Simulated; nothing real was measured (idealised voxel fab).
Process module under the name voxel gate over fins
Shown is cross-section cut, with a width of 165 nm and square cells of size 5 nm.
When this document writes out a cross-section, it uses a grid of square cells and lists it as bands, beginning at the top and moving down, with a band standing for one or more rows of cells. Within each band entry, the heights of the top and of the bottom of the band appear first, in that order and in nm; the materials of the band then follow from left to right, each with its corresponding width in nm. The designation "edge to edge" on a single material indicates that it fills the band from edge to edge; the designation "empty" indicates empty space. Ref level 0: as-received wafer is one material below here. Bottom band extends down with no lower bound ("z 0 and below"). The width entry "30..40" should be interpreted row by row: the top row of cells in the band takes the first number, the bottom row takes the second number, and the change between adjacent rows is uniform throughout. "nothing different" after a step means that no cell of the cross-section changed. So "Enclosed void listing" is basically the list of trapped voids: any empty space of 8 cells or more that can't reach the top through an opening. They're written width x height at distance, the distance being from the left edge, and it's all nm. Formally, on a step line, whatever follows the settings is a remark that the simulator itself makes on the step. A step's line can hold "overlay nm"; with a mask on that step, the setting says how far right of the planned place the mask lay, while a negative setting says it lay to the left.
Steps in the process plan
- 1: RECEIVE,material Si
- 2: CONFORMAL_DEP,material SiN,thk nm 5
- 3: PATTERN,tone cover,mask id FINS,material resist,width nm 15,pitch nm 60,thk nm 20,overlay nm 0
- 4: DIRECTIONAL_ETCH,etch materials SiN,depth nm 5
- 5: DIRECTIONAL_ETCH,etch materials Si,depth nm 30
- 6: STRIP,etch materials resist
- 7: OXIDIZE,depth nm 5
- 8: FILL_DEP,material SiO2,thk nm 5
- 9: CMP,height nm 5
- 10: MASKED_ETCH,tone open,mask id RAIL,width nm 15,etch materials SiO2,depth nm 30,overlay nm 0
- 11: CONFORMAL_DEP,material TiN,thk nm 5
- 12: FILL_DEP,material W,thk nm 10
- 13: CMP,height nm 5
- 14: SELECTIVE_ETCH,etch materials W Ru TiN,depth nm 25
- 15: FILL_DEP,material SiO2,thk nm 5
- 16: CMP,height nm 5
- 17: SELECTIVE_ETCH,etch materials SiO2,depth nm 20
- 18: STRIP,etch materials SiN
- 19: CONFORMAL_DEP,material HfO2,thk nm 5
- 20: CONFORMAL_DEP,material TiN,thk nm 5
- 21: FILL_DEP,material W,thk nm 15
- 22: CMP,height nm 20
- 23: CONFORMAL_DEP,material SiN,thk nm 10
Shown in cross-section is the wafer as received, that is, as it stands after step 1
	z 0 and below  Si edge to edge
	Enclosed void listing: none
As-planned run: cross-section of the first of two wafers at end of module
	z 30 to 20  SiN edge to edge
	z 20 to 10  W edge to edge
	z 10 to 5  W 10 nm  TiN 25 nm  W 35 nm  TiN 25 nm  W 35 nm  TiN 25 nm  W 10 nm
	z 5 to 0  W 10 nm  TiN 5 nm  HfO2 15 nm  TiN 5 nm  W 35 nm  TiN 5 nm  HfO2 15 nm  TiN 5 nm  W 35 nm  TiN 5 nm  HfO2 15 nm  TiN 5 nm  W 10 nm
	z 0 to -5  W 10 nm  TiN 5 nm  HfO2 5 nm  Si 5 nm  HfO2 5 nm  TiN 5 nm  W 35 nm  TiN 5 nm  HfO2 5 nm  Si 5 nm  HfO2 5 nm  TiN 5 nm  W 35 nm  TiN 5 nm  HfO2 5 nm  Si 5 nm  HfO2 5 nm  TiN 5 nm  W 10 nm
	z -5 to -10  TiN 15 nm  HfO2 5 nm  Si 5 nm  HfO2 5 nm  TiN 45 nm  HfO2 5 nm  Si 5 nm  HfO2 5 nm  TiN 45 nm  HfO2 5 nm  Si 5 nm  HfO2 5 nm  TiN 15 nm
	z -10 to -15  HfO2 20 nm  Si 5 nm  HfO2 55 nm  Si 5 nm  HfO2 55 nm  Si 5 nm  HfO2 20 nm
	z -15 to -20  SiO2 20 nm  Si 5 nm  SiO2 55 nm  Si 5 nm  SiO2 55 nm  Si 5 nm  SiO2 20 nm
	z -20 to -25  SiO2 20 nm  Si 5 nm  SiO2 20 nm  TiN 15 nm  SiO2 20 nm  Si 5 nm  SiO2 55 nm  Si 5 nm  SiO2 20 nm
	z -25 to -35  SiO2 20 nm  Si 5 nm  SiO2 55 nm  Si 5 nm  SiO2 55 nm  Si 5 nm  SiO2 20 nm
	z -35 and below  Si edge to edge
	Enclosed void listing: none
Cross-sectional view of the second of two wafers upon completion of the module. This wafer shared its starting condition and process plan with the first; one error was made during its execution
	z 30 to 20  SiN edge to edge
	z 20 to 10  Ru edge to edge
	z 10 to 5  Ru 10 nm  TiN 25 nm  Ru 35 nm  TiN 25 nm  Ru 35 nm  TiN 25 nm  Ru 10 nm
	z 5 to 0  Ru 10 nm  TiN 5 nm  HfO2 15 nm  TiN 5 nm  Ru 35 nm  TiN 5 nm  HfO2 15 nm  TiN 5 nm  Ru 35 nm  TiN 5 nm  HfO2 15 nm  TiN 5 nm  Ru 10 nm
	z 0 to -5  Ru 10 nm  TiN 5 nm  HfO2 5 nm  Si 5 nm  HfO2 5 nm  TiN 5 nm  Ru 35 nm  TiN 5 nm  HfO2 5 nm  Si 5 nm  HfO2 5 nm  TiN 5 nm  Ru 35 nm  TiN 5 nm  HfO2 5 nm  Si 5 nm  HfO2 5 nm  TiN 5 nm  Ru 10 nm
	z -5 to -10  TiN 15 nm  HfO2 5 nm  Si 5 nm  HfO2 5 nm  TiN 45 nm  HfO2 5 nm  Si 5 nm  HfO2 5 nm  TiN 45 nm  HfO2 5 nm  Si 5 nm  HfO2 5 nm  TiN 15 nm
	z -10 to -15  HfO2 20 nm  Si 5 nm  HfO2 55 nm  Si 5 nm  HfO2 55 nm  Si 5 nm  HfO2 20 nm
	z -15 to -20  SiO2 20 nm  Si 5 nm  SiO2 55 nm  Si 5 nm  SiO2 55 nm  Si 5 nm  SiO2 20 nm
	z -20 to -25  SiO2 20 nm  Si 5 nm  SiO2 20 nm  TiN 15 nm  SiO2 20 nm  Si 5 nm  SiO2 55 nm  Si 5 nm  SiO2 20 nm
	z -25 to -35  SiO2 20 nm  Si 5 nm  SiO2 55 nm  Si 5 nm  SiO2 55 nm  Si 5 nm  SiO2 20 nm
	z -35 and below  Si edge to edge
	Enclosed void listing: none
What broke from the plan during processing? step 21 was not run as planned; what actually ran was FILL_DEP,material Ru,thk nm 15
Wafer comparison, final, in cells, second relative to first, materials more or fewer: Ru: 120 more; W: 120 fewer
